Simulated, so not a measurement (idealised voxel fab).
process module | voxel capacitor over wiring
cross-section cut | 275 nm wide | cells 5 nm
A cross-section is a grid of square cells, given in bands from the top down. A band is one or more rows of cells.
Each band's line starts with the height of the band's top and of its bottom, in nm. Then come its materials from left to right, each with its width in nm. One material with "throughout" fills the band from edge to edge. "air" is empty space.
Height 0 is the level under which the wafer as received is all one material. The lowest band goes on downwards, as in "0 down".
A width such as "30 to 40" changes by the same amount from each row of cells to the next, from the band's top row to its bottom row.
"no change" after a step means that no cell of the cross-section changed.
closed voids: empty space of 8 cells or more with no open way to the top, each as width x height at its distance from the left edge, in nm
after a step's settings: what the simulator itself notes on the step
overlay nm, on a step with a mask: how far to the right of its planned place the mask lay; to the left if negative
plan
1 op RECEIVE | material Si
2 op CONFORMAL_DEP | material SiO2 | thk nm 10
3 op CONFORMAL_DEP | material SiCN | thk nm 5
4 op DIRECTIONAL_DEP | material lowk | thk nm 20
5 op DIRECTIONAL_DEP | material aC | thk nm 15
6 op PATTERN | tone open | mask id METAL_1 | material resist | width nm 20 | pitch nm 75 | thk nm 30 | overlay nm 0
7 op DIRECTIONAL_ETCH | etch materials aC | depth nm 15
8 op STRIP | etch materials resist
9 op DIRECTIONAL_ETCH | etch materials lowk | depth nm 20
10 op DIRECTIONAL_ETCH | etch materials SiCN | depth nm 5
11 op STRIP | etch materials aC
12 op CONFORMAL_DEP | material TiN | thk nm 5
13 op FILL_DEP | material Cu | thk nm 10
14 op CMP | height nm 35
15 op CONFORMAL_DEP | material SiCN | thk nm 5
16 op DIRECTIONAL_DEP | material SiO2 | thk nm 10
17 op DIRECTIONAL_DEP | material aC | thk nm 10
18 op PATTERN | tone open | mask id PLUG_1 | material resist | width nm 15 | thk nm 25 | overlay nm 0
19 op DIRECTIONAL_ETCH | etch materials aC | depth nm 10
20 op STRIP | etch materials resist
21 op DIRECTIONAL_ETCH | etch materials SiO2 | depth nm 10
22 op DIRECTIONAL_ETCH | etch materials SiCN | depth nm 5
23 op STRIP | etch materials aC
24 op EPI | material Ru | thk nm 10
25 op EPI | material Ru | thk nm 5
26 op DIRECTIONAL_DEP | material TiN | thk nm 10
27 op DIRECTIONAL_DEP | material SiN | thk nm 5
28 op DIRECTIONAL_DEP | material TiN | thk nm 5
29 op PATTERN | tone cover | mask id UPPER_PLATE | material resist | width nm 60 | thk nm 20 | overlay nm 0
30 op DIRECTIONAL_ETCH | etch materials TiN | depth nm 5
31 op DIRECTIONAL_ETCH | etch materials SiN | depth nm 5
32 op STRIP | etch materials resist
33 op MASKED_ETCH | tone cover | mask id LOWER_PLATE | width nm 70 | etch materials TiN | depth nm 10 | overlay nm 0
34 op FILL_DEP | material SiO2 | thk nm 15
35 op CMP | height nm 80
36 op MASKED_ETCH | tone open | mask id PLUG_2 | width nm 15 | etch materials SiO2 | depth nm 10 | overlay nm 0
37 op CONFORMAL_DEP | material TiN | thk nm 5
38 op FILL_DEP | material W | thk nm 10
39 op CMP | height nm 80
40 op CONFORMAL_DEP | material SiCN | thk nm 5
first wafer, as planned
as received, after step 1
  0 down: Si throughout
  closed voids: none
after step 2
  10 to 0: SiO2 throughout
  below 0: unchanged
after step 3
  15 to 10: SiCN throughout
  below 10: unchanged
after step 4
  35 to 15: lowk throughout
  below 15: unchanged
after step 5
  50 to 35: aC throughout
  below 35: unchanged
after step 6
  80 to 50: resist 90 | air 20 | resist 55 | air 20 | resist 90
  below 50: unchanged
after step 7
  65 to 50: resist 90 | air 20 | resist 55 | air 20 | resist 90
  50 to 35: aC 90 | air 20 | aC 55 | air 20 | aC 90
  below 35: unchanged
after step 8
  50 to 35: aC 90 | air 20 | aC 55 | air 20 | aC 90
  below 35: unchanged
after step 9
  50 to 35: aC 90 | air 20 | aC 55 | air 20 | aC 90
  35 to 15: lowk 90 | air 20 | lowk 55 | air 20 | lowk 90
  below 15: unchanged
after step 10
  50 to 35: aC 90 | air 20 | aC 55 | air 20 | aC 90
  35 to 15: lowk 90 | air 20 | lowk 55 | air 20 | lowk 90
  15 to 10: SiCN 90 | air 20 | SiCN 55 | air 20 | SiCN 90
  below 10: unchanged
after step 11
  35 to 15: lowk 90 | air 20 | lowk 55 | air 20 | lowk 90
  below 15: unchanged
after step 12
  40 to 35: TiN 95 | air 10 | TiN 65 | air 10 | TiN 95
  35 to 15: lowk 90 | TiN 5 | air 10 | TiN 5 | lowk 55 | TiN 5 | air 10 | TiN 5 | lowk 90
  15 to 10: SiCN 90 | TiN 20 | SiCN 55 | TiN 20 | SiCN 90
  below 10: unchanged
after step 13
  50 to 40: Cu throughout
  40 to 35: TiN 95 | Cu 10 | TiN 65 | Cu 10 | TiN 95
  35 to 15: lowk 90 | TiN 5 | Cu 10 | TiN 5 | lowk 55 | TiN 5 | Cu 10 | TiN 5 | lowk 90
  below 15: unchanged
after step 14
  35 to 15: lowk 90 | TiN 5 | Cu 10 | TiN 5 | lowk 55 | TiN 5 | Cu 10 | TiN 5 | lowk 90
  below 15: unchanged
after step 15
  40 to 35: SiCN throughout
  below 35: unchanged
after step 16
  50 to 40: SiO2 throughout
  below 40: unchanged
after step 17
  60 to 50: aC throughout
  below 50: unchanged
after step 18
  85 to 60: resist 95 | air 15 | resist 165
  below 60: unchanged
after step 19
  75 to 60: resist 95 | air 15 | resist 165
  60 to 50: aC 95 | air 15 | aC 165
  below 50: unchanged
after step 20
  60 to 50: aC 95 | air 15 | aC 165
  below 50: unchanged
after step 21
  60 to 50: aC 95 | air 15 | aC 165
  50 to 40: SiO2 95 | air 15 | SiO2 165
  below 40: unchanged
after step 22
  60 to 50: aC 95 | air 15 | aC 165
  50 to 40: SiO2 95 | air 15 | SiO2 165
  40 to 35: SiCN 95 | air 15 | SiCN 165
  below 35: unchanged
after step 23
  50 to 40: SiO2 95 | air 15 | SiO2 165
  below 40: unchanged
after step 24
  50 to 45: SiO2 95 | air 15 | SiO2 165
  45 to 40: SiO2 95 | Ru 15 | SiO2 165
  40 to 35: SiCN 95 | Ru 15 | SiCN 165
  below 35: unchanged
after step 25
  50 to 40: SiO2 95 | Ru 15 | SiO2 165
  below 40: unchanged
after step 26
  60 to 50: TiN throughout
  below 50: unchanged
after step 27
  65 to 60: SiN throughout
  below 60: unchanged
after step 28
  70 to 65: TiN throughout
  below 65: unchanged
after step 29
  90 to 70: air 95 | resist 60 | air 120
  below 70: unchanged
after step 30
  90 to 70: air 95 | resist 60 | air 120
  70 to 65: air 95 | TiN 60 | air 120
  below 65: unchanged
after step 31
  90 to 70: air 95 | resist 60 | air 120
  70 to 65: air 95 | TiN 60 | air 120
  65 to 60: air 95 | SiN 60 | air 120
  below 60: unchanged
after step 32
  70 to 65: air 95 | TiN 60 | air 120
  below 65: unchanged
after step 33
  70 to 65: air 95 | TiN 60 | air 120
  65 to 60: air 95 | SiN 60 | air 120
  60 to 50: air 90 | TiN 70 | air 115
  below 50: unchanged
after step 34
  85 to 70: SiO2 throughout
  70 to 65: SiO2 95 | TiN 60 | SiO2 120
  65 to 60: SiO2 95 | SiN 60 | SiO2 120
  60 to 50: SiO2 90 | TiN 70 | SiO2 115
  below 50: unchanged
after step 35
  80 to 70: SiO2 throughout
  below 70: unchanged
after step 36
  80 to 70: SiO2 105 | air 15 | SiO2 155
  below 70: unchanged
after step 37
  85 to 80: TiN 110 | air 5 | TiN 160
  80 to 75: SiO2 105 | TiN 5 | air 5 | TiN 5 | SiO2 155
  75 to 65: SiO2 105 to 95 | TiN 15 to 60 | SiO2 155 to 120
  below 65: unchanged
after step 38
  95 to 85: W throughout
  85 to 80: TiN 110 | W 5 | TiN 160
  80 to 75: SiO2 105 | TiN 5 | W 5 | TiN 5 | SiO2 155
  below 75: unchanged
after step 39
  80 to 75: SiO2 105 | TiN 5 | W 5 | TiN 5 | SiO2 155
  below 75: unchanged
after step 40
  85 to 80: SiCN throughout
  below 80: unchanged
second wafer: like start, like plan, one mistake. Through step 35 it matches the first wafer
when step 36 should have ended
  80 to 70: SiO2 95 | air 15 | SiO2 165
  below 70: unchanged
when step 37 should have ended
  85 to 80: TiN 100 | air 5 | TiN 170
  80 to 75: SiO2 95 | TiN 5 | air 5 | TiN 5 | SiO2 165
  75 to 65: SiO2 95 | TiN 15 to 60 | SiO2 165 to 120
  below 65: unchanged
when step 38 should have ended
  95 to 85: W throughout
  85 to 80: TiN 100 | W 5 | TiN 170
  80 to 75: SiO2 95 | TiN 5 | W 5 | TiN 5 | SiO2 165
  below 75: unchanged
when step 39 should have ended
  80 to 75: SiO2 95 | TiN 5 | W 5 | TiN 5 | SiO2 165
  below 75: unchanged
when step 40 should have ended
  85 to 80: SiCN throughout
  below 80: unchanged
what went wrong: step 36 ran as: op MASKED_ETCH | tone open | mask id PLUG_2 | width nm 15 | etch materials SiO2 | depth nm 10 | overlay nm -10
at the end the second wafer has, in cells: as many of each material as the first, in other places
